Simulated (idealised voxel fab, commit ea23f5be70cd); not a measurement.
process module | voxel transistor to metal
cross-section cut | 200 nm wide | cells 5 nm
A cross-section is a grid of square cells, given in bands from the top down. A band is one or more rows of cells.
Each band's line starts with the height of the band's top and of its bottom, in nm. Then come its materials from left to right, each with its width in nm. One material with "throughout" fills the band from edge to edge. "air" is empty space.
Height 0 is the level under which the wafer as received is all one material. The lowest band goes on downwards, as in "0 down".
A width such as "30 to 40" changes by the same amount from each row of cells to the next, from the band's top row to its bottom row.
"no change" after a step means that no cell of the cross-section changed.
closed voids: empty space of 8 cells or more with no open way to the top, each as width x height at its distance from the left edge, in nm
after a step's settings: what the simulator itself notes on the step
overlay nm, on a step with a mask: how far to the right of its planned place the mask lay; to the left if negative
plan
1 op RECEIVE | material Si
2 op CONFORMAL_DEP | material SiO2 | thk nm 5
3 op CONFORMAL_DEP | material SiN | thk nm 10
4 op MASKED_ETCH | tone cover | mask id ACTIVE | width nm 115 | etch materials SiN | depth nm 10 | overlay nm 0
5 op MASKED_ETCH | tone cover | mask id ACTIVE | width nm 115 | etch materials SiO2 | depth nm 5 | overlay nm 0
6 op MASKED_ETCH | tone cover | mask id ACTIVE | width nm 115 | etch materials Si | depth nm 35 | overlay nm 0
7 op FILL_DEP | material SiO2 | thk nm 10
8 op CMP | height nm 15
9 op SELECTIVE_ETCH | etch materials SiO2 | depth nm 10
10 op STRIP | etch materials SiN
11 op SELECTIVE_ETCH | etch materials SiO2 | depth nm 5
12 op OXIDIZE | depth nm 5
13 op DIRECTIONAL_DEP | material polySi | thk nm 25
14 op DIRECTIONAL_DEP | material SiCN | thk nm 15
15 op PATTERN | tone cover | mask id GATE | material resist | width nm 35 | thk nm 20 | overlay nm 0
16 op DIRECTIONAL_ETCH | etch materials SiCN | depth nm 25
17 op DIRECTIONAL_ETCH | etch materials polySi | depth nm 35
18 op STRIP | etch materials resist
19 op CONFORMAL_DEP | material SiN | thk nm 5
20 op DIRECTIONAL_ETCH | etch materials SiN | depth nm 5
21 op DIRECTIONAL_ETCH | etch materials SiO2 | depth nm 5
22 op EPI | material nSi | thk nm 5
23 op FILL_DEP | material SiO2 | thk nm 5
24 op CMP | height nm 25
25 op STRIP | etch materials polySi
26 op SELECTIVE_ETCH | etch materials SiO2 | depth nm 5
27 op CONFORMAL_DEP | material HfO2 | thk nm 5
28 op CONFORMAL_DEP | material TiN | thk nm 5
29 op FILL_DEP | material W | thk nm 5
30 op CMP | height nm 20
31 op DIRECTIONAL_DEP | material SiO2 | thk nm 15
32 op DIRECTIONAL_DEP | material aC | thk nm 10
33 op PATTERN | tone open | mask id CONTACT | material resist | width nm 15 | pitch nm 90 | thk nm 25 | overlay nm 0
34 op DIRECTIONAL_ETCH | etch materials aC | depth nm 10
35 op STRIP | etch materials resist
36 op DIRECTIONAL_ETCH | etch materials SiO2 | depth nm 35
37 op STRIP | etch materials aC
38 op CONFORMAL_DEP | material TiN | thk nm 5
39 op FILL_DEP | material W | thk nm 5
40 op CMP | height nm 35
41 op CONFORMAL_DEP | material SiCN | thk nm 5
42 op DIRECTIONAL_DEP | material SiO2 | thk nm 25
43 op DIRECTIONAL_DEP | material aC | thk nm 15
44 op PATTERN | tone open | mask id METAL_1 | material resist | width nm 15 | pitch nm 90 | thk nm 30 | overlay nm 0
45 op DIRECTIONAL_ETCH | etch materials aC | depth nm 15
46 op STRIP | etch materials resist
47 op DIRECTIONAL_ETCH | etch materials SiO2 | depth nm 25
48 op DIRECTIONAL_ETCH | etch materials SiCN | depth nm 5
49 op STRIP | etch materials aC
50 op CONFORMAL_DEP | material TiN | thk nm 5
51 op FILL_DEP | material Cu | thk nm 5
52 op CMP | height nm 65
53 op CONFORMAL_DEP | material SiCN | thk nm 5
54 op DIRECTIONAL_DEP | material SiO2 | thk nm 30
55 op PATTERN | tone open | mask id METAL_2 | material resist | width nm 15 | pitch nm 90 | thk nm 20 | overlay nm 0
56 op DIRECTIONAL_ETCH | etch materials SiO2 | depth nm 20
57 op STRIP | etch materials resist
58 op MASKED_ETCH | tone open | mask id METAL_2_HOLES | width nm 15 | pitch nm 90 | etch materials SiO2 | depth nm 10 | overlay nm 0
59 op MASKED_ETCH | tone open | mask id METAL_2_HOLES | width nm 15 | pitch nm 90 | etch materials SiCN | depth nm 5 | overlay nm 0
60 op CONFORMAL_DEP | material TiN | thk nm 5
61 op FILL_DEP | material Ru | thk nm 10
62 op CMP | height nm 100
63 op CONFORMAL_DEP | material SiCN | thk nm 5
first wafer, as planned
as received, after step 1
  0 down: Si throughout
  closed voids: none
after step 2
  5 to 0: SiO2 throughout
  below 0: unchanged
after step 3
  15 to 5: SiN throughout
  below 5: unchanged
after step 4
  15 to 5: air 40 | SiN 115 | air 45
  below 5: unchanged
after step 5
  15 to 5: air 40 | SiN 115 | air 45
  5 to 0: air 40 | SiO2 115 | air 45
  below 0: unchanged
after step 6
  15 to 5: air 40 | SiN 115 | air 45
  5 to 0: air 40 | SiO2 115 | air 45
  0 to -35: air 40 | Si 115 | air 45
  below -35: unchanged
after step 7
  25 to 15: SiO2 throughout
  15 to 5: SiO2 40 | SiN 115 | SiO2 45
  5 to 0: SiO2 throughout
  0 to -35: SiO2 40 | Si 115 | SiO2 45
  below -35: unchanged
after step 8
  15 to 5: SiO2 40 | SiN 115 | SiO2 45
  below 5: unchanged
after step 9
  15 to 5: air 40 | SiN 115 | air 45
  below 5: unchanged
after step 10
  5 to 0: SiO2 throughout
  below 0: unchanged
after step 11
  0 to -35: SiO2 40 | Si 115 | SiO2 45
  below -35: unchanged
after step 12
  0 to -5: SiO2 throughout
  below -5: unchanged
after step 13
  25 to 0: polySi throughout
  below 0: unchanged
after step 14
  40 to 25: SiCN throughout
  below 25: unchanged
after step 15
  60 to 40: air 80 | resist 35 | air 85
  below 40: unchanged
after step 16
  60 to 40: air 80 | resist 35 | air 85
  40 to 25: air 80 | SiCN 35 | air 85
  below 25: unchanged
after step 17
  60 to 40: air 80 | resist 35 | air 85
  40 to 25: air 80 | SiCN 35 | air 85
  25 to 0: air 80 | polySi 35 | air 85
  below 0: unchanged
after step 18
  40 to 25: air 80 | SiCN 35 | air 85
  below 25: unchanged
after step 19
  45 to 40: air 75 | SiN 45 | air 80
  40 to 25: air 75 | SiN 5 | SiCN 35 | SiN 5 | air 80
  25 to 5: air 75 | SiN 5 | polySi 35 | SiN 5 | air 80
  5 to 0: SiN 80 | polySi 35 | SiN 85
  below 0: unchanged
after step 20
  40 to 25: air 75 | SiN 5 | SiCN 35 | SiN 5 | air 80
  25 to 0: air 75 | SiN 5 | polySi 35 | SiN 5 | air 80
  below 0: unchanged
after step 21
  40 to 25: air 75 | SiN 5 | SiCN 35 | SiN 5 | air 80
  25 to 0: air 75 | SiN 5 | polySi 35 | SiN 5 | air 80
  0 to -5: air 75 | SiO2 45 | air 80
  below -5: unchanged
after step 22
  40 to 25: air 75 | SiN 5 | SiCN 35 | SiN 5 | air 80
  25 to 0: air 75 | SiN 5 | polySi 35 | SiN 5 | air 80
  0 to -5: air 35 | nSi 40 | SiO2 45 | nSi 40 | air 40
  below -5: unchanged
after step 23
  45 to 40: SiO2 throughout
  40 to 25: SiO2 75 | SiN 5 | SiCN 35 | SiN 5 | SiO2 80
  25 to 0: SiO2 75 | SiN 5 | polySi 35 | SiN 5 | SiO2 80
  0 to -5: SiO2 35 | nSi 40 | SiO2 45 | nSi 40 | SiO2 40
  below -5: unchanged
after step 24
  25 to 0: SiO2 75 | SiN 5 | polySi 35 | SiN 5 | SiO2 80
  below 0: unchanged
after step 25
  25 to 0: SiO2 75 | SiN 5 | air 35 | SiN 5 | SiO2 80
  below 0: unchanged
after step 26
  25 to 20: air 75 | SiN 5 | air 35 | SiN 5 | air 80
  20 to 0: SiO2 75 | SiN 5 | air 35 | SiN 5 | SiO2 80
  0 to -5: SiO2 35 | nSi 40 | air 45 | nSi 40 | SiO2 40
  below -5: unchanged
after step 27
  30 to 25: air 70 | HfO2 15 | air 25 | HfO2 15 | air 75
  25 to 20: HfO2 75 | SiN 5 | HfO2 5 | air 25 | HfO2 5 | SiN 5 | HfO2 80
  20 to 0: SiO2 75 | SiN 5 | HfO2 5 | air 25 | HfO2 5 | SiN 5 | SiO2 80
  0 to -5: SiO2 35 | nSi 40 | HfO2 45 | nSi 40 | SiO2 40
  below -5: unchanged
after step 28
  35 to 30: air 65 | TiN 25 | air 15 | TiN 25 | air 70
  30 to 25: TiN 70 | HfO2 15 | TiN 5 | air 15 | TiN 5 | HfO2 15 | TiN 75
  25 to 20: HfO2 75 | SiN 5 | HfO2 5 | TiN 5 | air 15 | TiN 5 | HfO2 5 | SiN 5 | HfO2 80
  20 to 5: SiO2 75 | SiN 5 | HfO2 5 | TiN 5 | air 15 | TiN 5 | HfO2 5 | SiN 5 | SiO2 80
  5 to 0: SiO2 75 | SiN 5 | HfO2 5 | TiN 25 | HfO2 5 | SiN 5 | SiO2 80
  below 0: unchanged
after step 29
  40 to 35: W throughout
  35 to 30: W 65 | TiN 25 | W 15 | TiN 25 | W 70
  30 to 25: TiN 70 | HfO2 15 | TiN 5 | W 15 | TiN 5 | HfO2 15 | TiN 75
  25 to 20: HfO2 75 | SiN 5 | HfO2 5 | TiN 5 | W 15 | TiN 5 | HfO2 5 | SiN 5 | HfO2 80
  20 to 5: SiO2 75 | SiN 5 | HfO2 5 | TiN 5 | W 15 | TiN 5 | HfO2 5 | SiN 5 | SiO2 80
  below 5: unchanged
after step 30
  20 to 5: SiO2 75 | SiN 5 | HfO2 5 | TiN 5 | W 15 | TiN 5 | HfO2 5 | SiN 5 | SiO2 80
  below 5: unchanged
after step 31
  35 to 20: SiO2 throughout
  below 20: unchanged
after step 32
  45 to 35: aC throughout
  below 35: unchanged
after step 33
  70 to 45: resist 45 | air 15 | resist 75 | air 15 | resist 50
  below 45: unchanged
after step 34
  60 to 45: resist 45 | air 15 | resist 75 | air 15 | resist 50
  45 to 35: aC 45 | air 15 | aC 75 | air 15 | aC 50
  below 35: unchanged
after step 35
  45 to 35: aC 45 | air 15 | aC 75 | air 15 | aC 50
  below 35: unchanged
after step 36
  45 to 35: aC 45 | air 15 | aC 75 | air 15 | aC 50
  35 to 20: SiO2 45 | air 15 | SiO2 75 | air 15 | SiO2 50
  20 to 5: SiO2 45 | air 15 | SiO2 15 | SiN 5 | HfO2 5 | TiN 5 | W 15 | TiN 5 | HfO2 5 | SiN 5 | SiO2 15 | air 15 | SiO2 50
  5 to 0: SiO2 45 | air 15 | SiO2 15 | SiN 5 | HfO2 5 | TiN 25 | HfO2 5 | SiN 5 | SiO2 15 | air 15 | SiO2 50
  below 0: unchanged
after step 37
  35 to 20: SiO2 45 | air 15 | SiO2 75 | air 15 | SiO2 50
  below 20: unchanged
after step 38
  40 to 35: TiN 50 | air 5 | TiN 85 | air 5 | TiN 55
  35 to 20: SiO2 45 | TiN 5 | air 5 | TiN 5 | SiO2 75 | TiN 5 | air 5 | TiN 5 | SiO2 50
  20 to 5: SiO2 45 | TiN 5 | air 5 | TiN 5 | SiO2 15 | SiN 5 | HfO2 5 | TiN 5 | W 15 | TiN 5 | HfO2 5 | SiN 5 | SiO2 15 | TiN 5 | air 5 | TiN 5 | SiO2 50
  5 to 0: SiO2 45 | TiN 15 | SiO2 15 | SiN 5 | HfO2 5 | TiN 25 | HfO2 5 | SiN 5 | SiO2 15 | TiN 15 | SiO2 50
  below 0: unchanged
after step 39
  45 to 40: W throughout
  40 to 35: TiN 50 | W 5 | TiN 85 | W 5 | TiN 55
  35 to 20: SiO2 45 | TiN 5 | W 5 | TiN 5 | SiO2 75 | TiN 5 | W 5 | TiN 5 | SiO2 50
  20 to 5: SiO2 45 | TiN 5 | W 5 | TiN 5 | SiO2 15 | SiN 5 | HfO2 5 | TiN 5 | W 15 | TiN 5 | HfO2 5 | SiN 5 | SiO2 15 | TiN 5 | W 5 | TiN 5 | SiO2 50
  below 5: unchanged
after step 40
  35 to 20: SiO2 45 | TiN 5 | W 5 | TiN 5 | SiO2 75 | TiN 5 | W 5 | TiN 5 | SiO2 50
  below 20: unchanged
after step 41
  40 to 35: SiCN throughout
  below 35: unchanged
after step 42
  65 to 40: SiO2 throughout
  below 40: unchanged
after step 43
  80 to 65: aC throughout
  below 65: unchanged
after step 44
  110 to 80: resist 45 | air 15 | resist 75 | air 15 | resist 50
  below 80: unchanged
after step 45
  95 to 80: resist 45 | air 15 | resist 75 | air 15 | resist 50
  80 to 65: aC 45 | air 15 | aC 75 | air 15 | aC 50
  below 65: unchanged
after step 46
  80 to 65: aC 45 | air 15 | aC 75 | air 15 | aC 50
  below 65: unchanged
after step 47
  80 to 65: aC 45 | air 15 | aC 75 | air 15 | aC 50
  65 to 40: SiO2 45 | air 15 | SiO2 75 | air 15 | SiO2 50
  below 40: unchanged
after step 48
  80 to 65: aC 45 | air 15 | aC 75 | air 15 | aC 50
  65 to 40: SiO2 45 | air 15 | SiO2 75 | air 15 | SiO2 50
  40 to 35: SiCN 45 | air 15 | SiCN 75 | air 15 | SiCN 50
  below 35: unchanged
after step 49
  65 to 40: SiO2 45 | air 15 | SiO2 75 | air 15 | SiO2 50
  below 40: unchanged
after step 50
  70 to 65: TiN 50 | air 5 | TiN 85 | air 5 | TiN 55
  65 to 40: SiO2 45 | TiN 5 | air 5 | TiN 5 | SiO2 75 | TiN 5 | air 5 | TiN 5 | SiO2 50
  40 to 35: SiCN 45 | TiN 15 | SiCN 75 | TiN 15 | SiCN 50
  below 35: unchanged
after step 51
  75 to 70: Cu throughout
  70 to 65: TiN 50 | Cu 5 | TiN 85 | Cu 5 | TiN 55
  65 to 40: SiO2 45 | TiN 5 | Cu 5 | TiN 5 | SiO2 75 | TiN 5 | Cu 5 | TiN 5 | SiO2 50
  below 40: unchanged
after step 52
  65 to 40: SiO2 45 | TiN 5 | Cu 5 | TiN 5 | SiO2 75 | TiN 5 | Cu 5 | TiN 5 | SiO2 50
  below 40: unchanged
after step 53
  70 to 65: SiCN throughout
  below 65: unchanged
after step 54
  100 to 70: SiO2 throughout
  below 70: unchanged
after step 55
  120 to 100: resist 45 | air 15 | resist 75 | air 15 | resist 50
  below 100: unchanged
after step 56
  120 to 100: resist 45 | air 15 | resist 75 | air 15 | resist 50
  100 to 80: SiO2 45 | air 15 | SiO2 75 | air 15 | SiO2 50
  below 80: unchanged
after step 57
  100 to 80: SiO2 45 | air 15 | SiO2 75 | air 15 | SiO2 50
  below 80: unchanged
after step 58
  100 to 70: SiO2 45 | air 15 | SiO2 75 | air 15 | SiO2 50
  below 70: unchanged
after step 59
  100 to 70: SiO2 45 | air 15 | SiO2 75 | air 15 | SiO2 50
  70 to 65: SiCN 45 | air 15 | SiCN 75 | air 15 | SiCN 50
  below 65: unchanged
after step 60
  105 to 100: TiN 50 | air 5 | TiN 85 | air 5 | TiN 55
  100 to 70: SiO2 45 | TiN 5 | air 5 | TiN 5 | SiO2 75 | TiN 5 | air 5 | TiN 5 | SiO2 50
  70 to 65: SiCN 45 | TiN 15 | SiCN 75 | TiN 15 | SiCN 50
  below 65: unchanged
after step 61
  115 to 105: Ru throughout
  105 to 100: TiN 50 | Ru 5 | TiN 85 | Ru 5 | TiN 55
  100 to 70: SiO2 45 | TiN 5 | Ru 5 | TiN 5 | SiO2 75 | TiN 5 | Ru 5 | TiN 5 | SiO2 50
  below 70: unchanged
after step 62
  100 to 70: SiO2 45 | TiN 5 | Ru 5 | TiN 5 | SiO2 75 | TiN 5 | Ru 5 | TiN 5 | SiO2 50
  below 70: unchanged
after step 63
  105 to 100: SiCN throughout
  below 100: unchanged
second wafer: like start, like plan, one mistake. Through step 5 it matches the first wafer
when step 6 should have ended
  15 to 5: air 40 | SiN 115 | air 45
  5 to 0: air 40 | SiO2 115 | air 45
  0 to -70: air 40 | Si 115 | air 45
  below -70: unchanged
when step 7 should have ended
  25 to 15: SiO2 throughout
  15 to 5: SiO2 40 | SiN 115 | SiO2 45
  5 to 0: SiO2 throughout
  0 to -70: SiO2 40 | Si 115 | SiO2 45
  below -70: unchanged
when step 8 should have ended
  15 to 5: SiO2 40 | SiN 115 | SiO2 45
  below 5: unchanged
when step 9 should have ended
  15 to 5: air 40 | SiN 115 | air 45
  below 5: unchanged
when step 10 should have ended
  5 to 0: SiO2 throughout
  below 0: unchanged
when step 11 should have ended
  0 to -70: SiO2 40 | Si 115 | SiO2 45
  below -70: unchanged
when step 12 should have ended
  0 to -5: SiO2 throughout
  below -5: unchanged
when step 13 should have ended
  25 to 0: polySi throughout
  below 0: unchanged
when step 14 should have ended
  40 to 25: SiCN throughout
  below 25: unchanged
when step 15 should have ended
  60 to 40: air 80 | resist 35 | air 85
  below 40: unchanged
when step 16 should have ended
  60 to 40: air 80 | resist 35 | air 85
  40 to 25: air 80 | SiCN 35 | air 85
  below 25: unchanged
when step 17 should have ended
  60 to 40: air 80 | resist 35 | air 85
  40 to 25: air 80 | SiCN 35 | air 85
  25 to 0: air 80 | polySi 35 | air 85
  below 0: unchanged
when step 18 should have ended
  40 to 25: air 80 | SiCN 35 | air 85
  below 25: unchanged
when step 19 should have ended
  45 to 40: air 75 | SiN 45 | air 80
  40 to 25: air 75 | SiN 5 | SiCN 35 | SiN 5 | air 80
  25 to 5: air 75 | SiN 5 | polySi 35 | SiN 5 | air 80
  5 to 0: SiN 80 | polySi 35 | SiN 85
  below 0: unchanged
when step 20 should have ended
  40 to 25: air 75 | SiN 5 | SiCN 35 | SiN 5 | air 80
  25 to 0: air 75 | SiN 5 | polySi 35 | SiN 5 | air 80
  below 0: unchanged
when step 21 should have ended
  40 to 25: air 75 | SiN 5 | SiCN 35 | SiN 5 | air 80
  25 to 0: air 75 | SiN 5 | polySi 35 | SiN 5 | air 80
  0 to -5: air 75 | SiO2 45 | air 80
  below -5: unchanged
when step 22 should have ended
  40 to 25: air 75 | SiN 5 | SiCN 35 | SiN 5 | air 80
  25 to 0: air 75 | SiN 5 | polySi 35 | SiN 5 | air 80
  0 to -5: air 35 | nSi 40 | SiO2 45 | nSi 40 | air 40
  below -5: unchanged
when step 23 should have ended
  45 to 40: SiO2 throughout
  40 to 25: SiO2 75 | SiN 5 | SiCN 35 | SiN 5 | SiO2 80
  25 to 0: SiO2 75 | SiN 5 | polySi 35 | SiN 5 | SiO2 80
  0 to -5: SiO2 35 | nSi 40 | SiO2 45 | nSi 40 | SiO2 40
  below -5: unchanged
when step 24 should have ended
  25 to 0: SiO2 75 | SiN 5 | polySi 35 | SiN 5 | SiO2 80
  below 0: unchanged
when step 25 should have ended
  25 to 0: SiO2 75 | SiN 5 | air 35 | SiN 5 | SiO2 80
  below 0: unchanged
when step 26 should have ended
  25 to 20: air 75 | SiN 5 | air 35 | SiN 5 | air 80
  20 to 0: SiO2 75 | SiN 5 | air 35 | SiN 5 | SiO2 80
  0 to -5: SiO2 35 | nSi 40 | air 45 | nSi 40 | SiO2 40
  below -5: unchanged
when step 27 should have ended
  30 to 25: air 70 | HfO2 15 | air 25 | HfO2 15 | air 75
  25 to 20: HfO2 75 | SiN 5 | HfO2 5 | air 25 | HfO2 5 | SiN 5 | HfO2 80
  20 to 0: SiO2 75 | SiN 5 | HfO2 5 | air 25 | HfO2 5 | SiN 5 | SiO2 80
  0 to -5: SiO2 35 | nSi 40 | HfO2 45 | nSi 40 | SiO2 40
  below -5: unchanged
when step 28 should have ended
  35 to 30: air 65 | TiN 25 | air 15 | TiN 25 | air 70
  30 to 25: TiN 70 | HfO2 15 | TiN 5 | air 15 | TiN 5 | HfO2 15 | TiN 75
  25 to 20: HfO2 75 | SiN 5 | HfO2 5 | TiN 5 | air 15 | TiN 5 | HfO2 5 | SiN 5 | HfO2 80
  20 to 5: SiO2 75 | SiN 5 | HfO2 5 | TiN 5 | air 15 | TiN 5 | HfO2 5 | SiN 5 | SiO2 80
  5 to 0: SiO2 75 | SiN 5 | HfO2 5 | TiN 25 | HfO2 5 | SiN 5 | SiO2 80
  below 0: unchanged
when step 29 should have ended
  40 to 35: W throughout
  35 to 30: W 65 | TiN 25 | W 15 | TiN 25 | W 70
  30 to 25: TiN 70 | HfO2 15 | TiN 5 | W 15 | TiN 5 | HfO2 15 | TiN 75
  25 to 20: HfO2 75 | SiN 5 | HfO2 5 | TiN 5 | W 15 | TiN 5 | HfO2 5 | SiN 5 | HfO2 80
  20 to 5: SiO2 75 | SiN 5 | HfO2 5 | TiN 5 | W 15 | TiN 5 | HfO2 5 | SiN 5 | SiO2 80
  below 5: unchanged
when step 30 should have ended
  20 to 5: SiO2 75 | SiN 5 | HfO2 5 | TiN 5 | W 15 | TiN 5 | HfO2 5 | SiN 5 | SiO2 80
  below 5: unchanged
when step 31 should have ended
  35 to 20: SiO2 throughout
  below 20: unchanged
when step 32 should have ended
  45 to 35: aC throughout
  below 35: unchanged
when step 33 should have ended
  70 to 45: resist 45 | air 15 | resist 75 | air 15 | resist 50
  below 45: unchanged
when step 34 should have ended
  60 to 45: resist 45 | air 15 | resist 75 | air 15 | resist 50
  45 to 35: aC 45 | air 15 | aC 75 | air 15 | aC 50
  below 35: unchanged
when step 35 should have ended
  45 to 35: aC 45 | air 15 | aC 75 | air 15 | aC 50
  below 35: unchanged
when step 36 should have ended
  45 to 35: aC 45 | air 15 | aC 75 | air 15 | aC 50
  35 to 20: SiO2 45 | air 15 | SiO2 75 | air 15 | SiO2 50
  20 to 5: SiO2 45 | air 15 | SiO2 15 | SiN 5 | HfO2 5 | TiN 5 | W 15 | TiN 5 | HfO2 5 | SiN 5 | SiO2 15 | air 15 | SiO2 50
  5 to 0: SiO2 45 | air 15 | SiO2 15 | SiN 5 | HfO2 5 | TiN 25 | HfO2 5 | SiN 5 | SiO2 15 | air 15 | SiO2 50
  below 0: unchanged
when step 37 should have ended
  35 to 20: SiO2 45 | air 15 | SiO2 75 | air 15 | SiO2 50
  below 20: unchanged
when step 38 should have ended
  40 to 35: TiN 50 | air 5 | TiN 85 | air 5 | TiN 55
  35 to 20: SiO2 45 | TiN 5 | air 5 | TiN 5 | SiO2 75 | TiN 5 | air 5 | TiN 5 | SiO2 50
  20 to 5: SiO2 45 | TiN 5 | air 5 | TiN 5 | SiO2 15 | SiN 5 | HfO2 5 | TiN 5 | W 15 | TiN 5 | HfO2 5 | SiN 5 | SiO2 15 | TiN 5 | air 5 | TiN 5 | SiO2 50
  5 to 0: SiO2 45 | TiN 15 | SiO2 15 | SiN 5 | HfO2 5 | TiN 25 | HfO2 5 | SiN 5 | SiO2 15 | TiN 15 | SiO2 50
  below 0: unchanged
when step 39 should have ended
  45 to 40: W throughout
  40 to 35: TiN 50 | W 5 | TiN 85 | W 5 | TiN 55
  35 to 20: SiO2 45 | TiN 5 | W 5 | TiN 5 | SiO2 75 | TiN 5 | W 5 | TiN 5 | SiO2 50
  20 to 5: SiO2 45 | TiN 5 | W 5 | TiN 5 | SiO2 15 | SiN 5 | HfO2 5 | TiN 5 | W 15 | TiN 5 | HfO2 5 | SiN 5 | SiO2 15 | TiN 5 | W 5 | TiN 5 | SiO2 50
  below 5: unchanged
when step 40 should have ended
  35 to 20: SiO2 45 | TiN 5 | W 5 | TiN 5 | SiO2 75 | TiN 5 | W 5 | TiN 5 | SiO2 50
  below 20: unchanged
when step 41 should have ended
  40 to 35: SiCN throughout
  below 35: unchanged
when step 42 should have ended
  65 to 40: SiO2 throughout
  below 40: unchanged
when step 43 should have ended
  80 to 65: aC throughout
  below 65: unchanged
when step 44 should have ended
  110 to 80: resist 45 | air 15 | resist 75 | air 15 | resist 50
  below 80: unchanged
when step 45 should have ended
  95 to 80: resist 45 | air 15 | resist 75 | air 15 | resist 50
  80 to 65: aC 45 | air 15 | aC 75 | air 15 | aC 50
  below 65: unchanged
when step 46 should have ended
  80 to 65: aC 45 | air 15 | aC 75 | air 15 | aC 50
  below 65: unchanged
when step 47 should have ended
  80 to 65: aC 45 | air 15 | aC 75 | air 15 | aC 50
  65 to 40: SiO2 45 | air 15 | SiO2 75 | air 15 | SiO2 50
  below 40: unchanged
when step 48 should have ended
  80 to 65: aC 45 | air 15 | aC 75 | air 15 | aC 50
  65 to 40: SiO2 45 | air 15 | SiO2 75 | air 15 | SiO2 50
  40 to 35: SiCN 45 | air 15 | SiCN 75 | air 15 | SiCN 50
  below 35: unchanged
when step 49 should have ended
  65 to 40: SiO2 45 | air 15 | SiO2 75 | air 15 | SiO2 50
  below 40: unchanged
when step 50 should have ended
  70 to 65: TiN 50 | air 5 | TiN 85 | air 5 | TiN 55
  65 to 40: SiO2 45 | TiN 5 | air 5 | TiN 5 | SiO2 75 | TiN 5 | air 5 | TiN 5 | SiO2 50
  40 to 35: SiCN 45 | TiN 15 | SiCN 75 | TiN 15 | SiCN 50
  below 35: unchanged
when step 51 should have ended
  75 to 70: Cu throughout
  70 to 65: TiN 50 | Cu 5 | TiN 85 | Cu 5 | TiN 55
  65 to 40: SiO2 45 | TiN 5 | Cu 5 | TiN 5 | SiO2 75 | TiN 5 | Cu 5 | TiN 5 | SiO2 50
  below 40: unchanged
when step 52 should have ended
  65 to 40: SiO2 45 | TiN 5 | Cu 5 | TiN 5 | SiO2 75 | TiN 5 | Cu 5 | TiN 5 | SiO2 50
  below 40: unchanged
when step 53 should have ended
  70 to 65: SiCN throughout
  below 65: unchanged
when step 54 should have ended
  100 to 70: SiO2 throughout
  below 70: unchanged
when step 55 should have ended
  120 to 100: resist 45 | air 15 | resist 75 | air 15 | resist 50
  below 100: unchanged
when step 56 should have ended
  120 to 100: resist 45 | air 15 | resist 75 | air 15 | resist 50
  100 to 80: SiO2 45 | air 15 | SiO2 75 | air 15 | SiO2 50
  below 80: unchanged
when step 57 should have ended
  100 to 80: SiO2 45 | air 15 | SiO2 75 | air 15 | SiO2 50
  below 80: unchanged
when step 58 should have ended
  100 to 70: SiO2 45 | air 15 | SiO2 75 | air 15 | SiO2 50
  below 70: unchanged
when step 59 should have ended
  100 to 70: SiO2 45 | air 15 | SiO2 75 | air 15 | SiO2 50
  70 to 65: SiCN 45 | air 15 | SiCN 75 | air 15 | SiCN 50
  below 65: unchanged
when step 60 should have ended
  105 to 100: TiN 50 | air 5 | TiN 85 | air 5 | TiN 55
  100 to 70: SiO2 45 | TiN 5 | air 5 | TiN 5 | SiO2 75 | TiN 5 | air 5 | TiN 5 | SiO2 50
  70 to 65: SiCN 45 | TiN 15 | SiCN 75 | TiN 15 | SiCN 50
  below 65: unchanged
when step 61 should have ended
  115 to 105: Ru throughout
  105 to 100: TiN 50 | Ru 5 | TiN 85 | Ru 5 | TiN 55
  100 to 70: SiO2 45 | TiN 5 | Ru 5 | TiN 5 | SiO2 75 | TiN 5 | Ru 5 | TiN 5 | SiO2 50
  below 70: unchanged
when step 62 should have ended
  100 to 70: SiO2 45 | TiN 5 | Ru 5 | TiN 5 | SiO2 75 | TiN 5 | Ru 5 | TiN 5 | SiO2 50
  below 70: unchanged
when step 63 should have ended
  105 to 100: SiCN throughout
  below 100: unchanged
what went wrong: step 6 was run twice
at the end the second wafer has, in cells: 119 fewer of Si | 119 more of SiO2
